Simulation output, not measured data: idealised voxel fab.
The following is a process module called voxel capacitor over wiring.
This is section cut - it's 290 nm across, gridded in 5 nm square cells.
The cross-sections in this document take the form of a grid made of square cells. They are written out as bands, in order from top to bottom. Each band consists of one or more rows of cells. Per band: top height and bottom height in nm, followed by the left-to-right materials and their widths in nm; "everywhere" marks a single material spanning edge to edge, "empty" marks empty space. For the purposes of this specification, 0 denotes the height below which the wafer in its as-received condition is composed wholly of one material, and the lowermost band, lacking a lower limit, extends downward without end, as expressed in "0 nm and below". The two numbers in a width such as "30->40" mark its ends across the band: the first belongs to the top row of cells, the second to the bottom row, and from each row to the next the width moves by the same amount. Any step labelled "no alterations made" changed none of the cells in the cross-section. "Sealed void list" contains a list of empty spaces, each no smaller than 8 cells and without an open way to the top, written in the form width x height at distance with the distance from the left edge and all three in nm. What comes after the settings on a step's line is commentary from the simulator itself on that step. overlay nm: where the mask lay relative to plan, measured to the right, on steps with a mask; negatives go left.

# Set out below are the planned steps of the process
1. RECEIVE (material Si)
2. CONFORMAL_DEP (material SiO2; thk nm 15)
3. CONFORMAL_DEP (material SiN; thk nm 5)
4. DIRECTIONAL_DEP (material SiO2; thk nm 25)
5. PATTERN (tone open; mask id METAL_1; material resist; width nm 30; pitch nm 100; thk nm 20; overlay nm 0)
6. DIRECTIONAL_ETCH (etch materials SiO2; depth nm 25)
7. DIRECTIONAL_ETCH (etch materials SiN; depth nm 5)
8. STRIP (etch materials resist)
9. CONFORMAL_DEP (material TiN; thk nm 5)
10. FILL_DEP (material Cu; thk nm 10)
11. CMP (height nm 45)
12. CONFORMAL_DEP (material SiCN; thk nm 5)
13. DIRECTIONAL_DEP (material SiO2; thk nm 15)
14. MASKED_ETCH (tone open; mask id PLUG_1; width nm 15; etch materials SiO2; depth nm 15; overlay nm 0)
15. MASKED_ETCH (tone open; mask id PLUG_1; width nm 15; etch materials SiCN; depth nm 5; overlay nm 0)
16. CONFORMAL_DEP (material TiN; thk nm 5)
17. FILL_DEP (material Cu; thk nm 10)
18. CMP (height nm 65)
19. DIRECTIONAL_DEP (material TiN; thk nm 10)
20. DIRECTIONAL_DEP (material Al2O3; thk nm 5)
21. DIRECTIONAL_DEP (material TiN; thk nm 10)
22. MASKED_ETCH (tone cover; mask id UPPER_PLATE; width nm 75; etch materials TiN; depth nm 10; overlay nm 0)
23. MASKED_ETCH (tone cover; mask id UPPER_PLATE; width nm 75; etch materials Al2O3; depth nm 5; overlay nm 0)
24. MASKED_ETCH (tone cover; mask id LOWER_PLATE; width nm 85; etch materials TiN; depth nm 10; overlay nm 0)
25. FILL_DEP (material SiO2; thk nm 20)
26. CMP (height nm 105)
27. PATTERN (tone open; mask id PLUG_2; material resist; width nm 15; thk nm 20; overlay nm 0)
28. DIRECTIONAL_ETCH (etch materials SiO2; depth nm 15)
29. STRIP (etch materials resist)
30. CONFORMAL_DEP (material TiN; thk nm 5)
31. FILL_DEP (material W; thk nm 5)
32. CMP (height nm 105)
33. CONFORMAL_DEP (material SiCN; thk nm 5)

# Account of the first of two wafers, which was processed as intended

# as received, after step 1
    0 nm and below: Si everywhere
    Sealed void list: none

# Step 2 done - wafer cross-section
    15 nm to 0 nm: SiO2 everywhere
    Whatever lies below 0 is exactly as it was before.

# Step 3 done - wafer cross-section
    20 nm to 15 nm: SiN everywhere
    Whatever lies below 15 is exactly as it was before.

# Step 4 done - wafer cross-section
    45 nm to 20 nm: SiO2 everywhere
    Whatever lies below 20 is exactly as it was before.

# Step 5 done - wafer cross-section
    65 nm to 45 nm: 80 nm resist, 30 nm empty, 70 nm resist, 30 nm empty, 80 nm resist
    Whatever lies below 45 is exactly as it was before.

# Step 6 done - wafer cross-section
    65 nm to 45 nm: 80 nm resist, 30 nm empty, 70 nm resist, 30 nm empty, 80 nm resist
    45 nm to 20 nm: 80 nm SiO2, 30 nm empty, 70 nm SiO2, 30 nm empty, 80 nm SiO2
    Whatever lies below 20 is exactly as it was before.

# Step 7 done - wafer cross-section
    65 nm to 45 nm: 80 nm resist, 30 nm empty, 70 nm resist, 30 nm empty, 80 nm resist
    45 nm to 20 nm: 80 nm SiO2, 30 nm empty, 70 nm SiO2, 30 nm empty, 80 nm SiO2
    20 nm to 15 nm: 80 nm SiN, 30 nm empty, 70 nm SiN, 30 nm empty, 80 nm SiN
    Whatever lies below 15 is exactly as it was before.

# Step 8 done - wafer cross-section
    45 nm to 20 nm: 80 nm SiO2, 30 nm empty, 70 nm SiO2, 30 nm empty, 80 nm SiO2
    Whatever lies below 20 is exactly as it was before.

# Step 9 done - wafer cross-section
    50 nm to 45 nm: 85 nm TiN, 20 nm empty, 80 nm TiN, 20 nm empty, 85 nm TiN
    45 nm to 20 nm: 80 nm SiO2, 5 nm TiN, 20 nm empty, 5 nm TiN, 70 nm SiO2, 5 nm TiN, 20 nm empty, 5 nm TiN, 80 nm SiO2
    20 nm to 15 nm: 80 nm SiN, 30 nm TiN, 70 nm SiN, 30 nm TiN, 80 nm SiN
    Whatever lies below 15 is exactly as it was before.

# Step 10 done - wafer cross-section
    60 nm to 50 nm: Cu everywhere
    50 nm to 45 nm: 85 nm TiN, 20 nm Cu, 80 nm TiN, 20 nm Cu, 85 nm TiN
    45 nm to 20 nm: 80 nm SiO2, 5 nm TiN, 20 nm Cu, 5 nm TiN, 70 nm SiO2, 5 nm TiN, 20 nm Cu, 5 nm TiN, 80 nm SiO2
    Whatever lies below 20 is exactly as it was before.

# Step 11 done - wafer cross-section
    45 nm to 20 nm: 80 nm SiO2, 5 nm TiN, 20 nm Cu, 5 nm TiN, 70 nm SiO2, 5 nm TiN, 20 nm Cu, 5 nm TiN, 80 nm SiO2
    Whatever lies below 20 is exactly as it was before.

# Step 12 done - wafer cross-section
    50 nm to 45 nm: SiCN everywhere
    Whatever lies below 45 is exactly as it was before.

# Step 13 done - wafer cross-section
    65 nm to 50 nm: SiO2 everywhere
    Whatever lies below 50 is exactly as it was before.

# Step 14 done - wafer cross-section
    65 nm to 50 nm: 95 nm SiO2, 15 nm empty, 180 nm SiO2
    Whatever lies below 50 is exactly as it was before.

# Step 15 done - wafer cross-section
    65 nm to 50 nm: 95 nm SiO2, 15 nm empty, 180 nm SiO2
    50 nm to 45 nm: 95 nm SiCN, 15 nm empty, 180 nm SiCN
    Whatever lies below 45 is exactly as it was before.

# Step 16 done - wafer cross-section
    70 nm to 65 nm: 100 nm TiN, 5 nm empty, 185 nm TiN
    65 nm to 50 nm: 95 nm SiO2, 5 nm TiN, 5 nm empty, 5 nm TiN, 180 nm SiO2
    50 nm to 45 nm: 95 nm SiCN, 15 nm TiN, 180 nm SiCN
    Whatever lies below 45 is exactly as it was before.

# Step 17 done - wafer cross-section
    80 nm to 70 nm: Cu everywhere
    70 nm to 65 nm: 100 nm TiN, 5 nm Cu, 185 nm TiN
    65 nm to 50 nm: 95 nm SiO2, 5 nm TiN, 5 nm Cu, 5 nm TiN, 180 nm SiO2
    Whatever lies below 50 is exactly as it was before.

# Step 18 done - wafer cross-section
    65 nm to 50 nm: 95 nm SiO2, 5 nm TiN, 5 nm Cu, 5 nm TiN, 180 nm SiO2
    Whatever lies below 50 is exactly as it was before.

# Step 19 done - wafer cross-section
    75 nm to 65 nm: TiN everywhere
    Whatever lies below 65 is exactly as it was before.

# Step 20 done - wafer cross-section
    80 nm to 75 nm: Al2O3 everywhere
    Whatever lies below 75 is exactly as it was before.

# Step 21 done - wafer cross-section
    90 nm to 80 nm: TiN everywhere
    Whatever lies below 80 is exactly as it was before.

# Step 22 done - wafer cross-section
    90 nm to 80 nm: 95 nm empty, 75 nm TiN, 120 nm empty
    Whatever lies below 80 is exactly as it was before.

# Step 23 done - wafer cross-section
    90 nm to 80 nm: 95 nm empty, 75 nm TiN, 120 nm empty
    80 nm to 75 nm: 95 nm empty, 75 nm Al2O3, 120 nm empty
    Whatever lies below 75 is exactly as it was before.

# Step 24 done - wafer cross-section
    90 nm to 80 nm: 95 nm empty, 75 nm TiN, 120 nm empty
    80 nm to 75 nm: 95 nm empty, 75 nm Al2O3, 120 nm empty
    75 nm to 65 nm: 90 nm empty, 85 nm TiN, 115 nm empty
    Whatever lies below 65 is exactly as it was before.

# Step 25 done - wafer cross-section
    110 nm to 90 nm: SiO2 everywhere
    90 nm to 80 nm: 95 nm SiO2, 75 nm TiN, 120 nm SiO2
    80 nm to 75 nm: 95 nm SiO2, 75 nm Al2O3, 120 nm SiO2
    75 nm to 65 nm: 90 nm SiO2, 85 nm TiN, 115 nm SiO2
    Whatever lies below 65 is exactly as it was before.

# Step 26 done - wafer cross-section
    105 nm to 90 nm: SiO2 everywhere
    Whatever lies below 90 is exactly as it was before.

# Step 27 done - wafer cross-section
    125 nm to 105 nm: 105 nm resist, 15 nm empty, 170 nm resist
    Whatever lies below 105 is exactly as it was before.

# Step 28 done - wafer cross-section
    125 nm to 105 nm: 105 nm resist, 15 nm empty, 170 nm resist
    105 nm to 90 nm: 105 nm SiO2, 15 nm empty, 170 nm SiO2
    Whatever lies below 90 is exactly as it was before.

# Step 29 done - wafer cross-section
    105 nm to 90 nm: 105 nm SiO2, 15 nm empty, 170 nm SiO2
    Whatever lies below 90 is exactly as it was before.

# Step 30 done - wafer cross-section
    110 nm to 105 nm: 110 nm TiN, 5 nm empty, 175 nm TiN
    105 nm to 95 nm: 105 nm SiO2, 5 nm TiN, 5 nm empty, 5 nm TiN, 170 nm SiO2
    95 nm to 90 nm: 105 nm SiO2, 15 nm TiN, 170 nm SiO2
    Whatever lies below 90 is exactly as it was before.

# Step 31 done - wafer cross-section
    115 nm to 110 nm: W everywhere
    110 nm to 105 nm: 110 nm TiN, 5 nm W, 175 nm TiN
    105 nm to 95 nm: 105 nm SiO2, 5 nm TiN, 5 nm W, 5 nm TiN, 170 nm SiO2
    Whatever lies below 95 is exactly as it was before.

# Step 32 done - wafer cross-section
    105 nm to 95 nm: 105 nm SiO2, 5 nm TiN, 5 nm W, 5 nm TiN, 170 nm SiO2
    Whatever lies below 95 is exactly as it was before.

# Step 33 done - wafer cross-section
    110 nm to 105 nm: SiCN everywhere
    Whatever lies below 105 is exactly as it was before.

# The second wafer: identical to the first at the outset and in its planned sequence, differing only in that one mistake was made during processing; up to and including step 20, its path is the first wafer's path

# Second wafer: cross-section at the scheduled end of step 21
    90 nm to 80 nm: SiCN everywhere
    Whatever lies below 80 is exactly as it was before.

Second wafer: cross-section at the scheduled end of step 22: no alterations made

Second wafer: cross-section at the scheduled end of step 23: no alterations made

Second wafer: cross-section at the scheduled end of step 24: no alterations made

# Second wafer: cross-section at the scheduled end of step 25
    110 nm to 90 nm: SiO2 everywhere
    Whatever lies below 90 is exactly as it was before.

# Second wafer: cross-section at the scheduled end of step 26
    105 nm to 90 nm: SiO2 everywhere
    Whatever lies below 90 is exactly as it was before.

# Second wafer: cross-section at the scheduled end of step 27
    125 nm to 105 nm: 105 nm resist, 15 nm empty, 170 nm resist
    Whatever lies below 105 is exactly as it was before.

# Second wafer: cross-section at the scheduled end of step 28
    125 nm to 105 nm: 105 nm resist, 15 nm empty, 170 nm resist
    105 nm to 90 nm: 105 nm SiO2, 15 nm empty, 170 nm SiO2
    Whatever lies below 90 is exactly as it was before.

# Second wafer: cross-section at the scheduled end of step 29
    105 nm to 90 nm: 105 nm SiO2, 15 nm empty, 170 nm SiO2
    Whatever lies below 90 is exactly as it was before.

# Second wafer: cross-section at the scheduled end of step 30
    110 nm to 105 nm: 110 nm TiN, 5 nm empty, 175 nm TiN
    105 nm to 95 nm: 105 nm SiO2, 5 nm TiN, 5 nm empty, 5 nm TiN, 170 nm SiO2
    95 nm to 90 nm: 105 nm SiO2, 15 nm TiN, 170 nm SiO2
    Whatever lies below 90 is exactly as it was before.

# Second wafer: cross-section at the scheduled end of step 31
    115 nm to 110 nm: W everywhere
    110 nm to 105 nm: 110 nm TiN, 5 nm W, 175 nm TiN
    105 nm to 95 nm: 105 nm SiO2, 5 nm TiN, 5 nm W, 5 nm TiN, 170 nm SiO2
    Whatever lies below 95 is exactly as it was before.

# Second wafer: cross-section at the scheduled end of step 32
    105 nm to 95 nm: 105 nm SiO2, 5 nm TiN, 5 nm W, 5 nm TiN, 170 nm SiO2
    Whatever lies below 95 is exactly as it was before.

# Second wafer: cross-section at the scheduled end of step 33
    110 nm to 105 nm: SiCN everywhere
    Whatever lies below 105 is exactly as it was before.
Nonconformance to the process plan: not per plan at step 21, really ran DIRECTIONAL_DEP (material SiCN; thk nm 10)
Bottom line after processing is that, in cells, the second wafer is up or down on some materials versus the first: Al2O3 +43; SiCN +116; SiO2 -211; TiN +52
